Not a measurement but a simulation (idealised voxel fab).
process module | voxel air gaps
Cross-sectional view cut (width: 200 nm; square cell size: 5 nm).
For the purposes of this document, a cross-section shall be understood as a grid of square cells, specified as bands listed in top-to-bottom order, each band consisting of one or more rows of cells. First you get the band's top height and its bottom height, in nm, and then the materials it's made of, left to right, with each width in nm. If you see a single material with "throughout", that one covers the band edge to edge. "air" is empty space. Heights are measured from 0, the level below which the as-received wafer is all one material; the lowest band has no bottom and continues downward, written as in "0 -> down". You'd read "30..40" like this: the band's top row of cells is as wide as the first number, its bottom row is as wide as the second, and going down, every row changes width by the same amount as the row before did. For the purposes of this document, the phrase "nothing different" attached to a step denotes that no cell within the cross-section was modified by that step. Listed in "Completely sealed voids": every empty space of 8 or more cells without an open way to the top. Form: width x height at distance, the distance being from the left edge, all in nm. On each step's line, the part that comes after the settings is the simulator's own comment on the step. The setting "overlay nm" may be written on the line of a step. When the step uses a mask, the value reports how far to the right of the planned place the mask lay, and a negative value reports that it lay to the left.
### The planned process steps are enumerated hereunder
- 1: RECEIVE, material Si
- 2: CONFORMAL_DEP, material SiO2, thk nm 15
- 3: CONFORMAL_DEP, material SiN, thk nm 5
- 4: DIRECTIONAL_DEP, material SiO2, thk nm 35
- 5: DIRECTIONAL_DEP, material aC, thk nm 15
- 6: PATTERN, tone open, mask id LINES, material resist, width nm 15, pitch nm 40, thk nm 35, overlay nm 0
- 7: DIRECTIONAL_ETCH, etch materials aC, depth nm 15
- 8: STRIP, etch materials resist
- 9: DIRECTIONAL_ETCH, etch materials SiO2, depth nm 35
- 10: STRIP, etch materials aC
- 11: CONFORMAL_DEP, material TiN, thk nm 5
- 12: FILL_DEP, material W, thk nm 5
- 13: CMP, height nm 55
- 14: EPI, material Ru, thk nm 10
- 15: SELECTIVE_ETCH, etch materials SiO2, depth nm 45
- 16: CONFORMAL_DEP, material SiCN, thk nm 5
### Cross-section of the incoming wafer, state after step 1
	0 -> down | Si throughout
	Completely sealed voids: none
### Figure: cross-sectional view of the wafer upon completion of the module, processed from the initial state and according to the plan depicted above, with one error introduced during execution
	60 -> 55 | SiCN throughout
	55 -> 25 | 50 SiO2 / 5 TiN / 5 W / 5 TiN / 25 SiO2 / 5 TiN / 5 W / 5 TiN / 25 SiO2 / 5 TiN / 5 W / 5 TiN / 55 SiO2
	25 -> 20 | 50 SiO2 / 15 TiN / 25 SiO2 / 15 TiN / 25 SiO2 / 15 TiN / 55 SiO2
	20 -> 15 | SiN throughout
	15 -> 0 | SiO2 throughout
	0 -> down | Si throughout
	Completely sealed voids: none
The mistake made against the process plan was this: it should be noted that step 15 was executed with settings other than those planned, the operation and settings actually applied being SELECTIVE_ETCH, etch materials Ru, depth nm 45
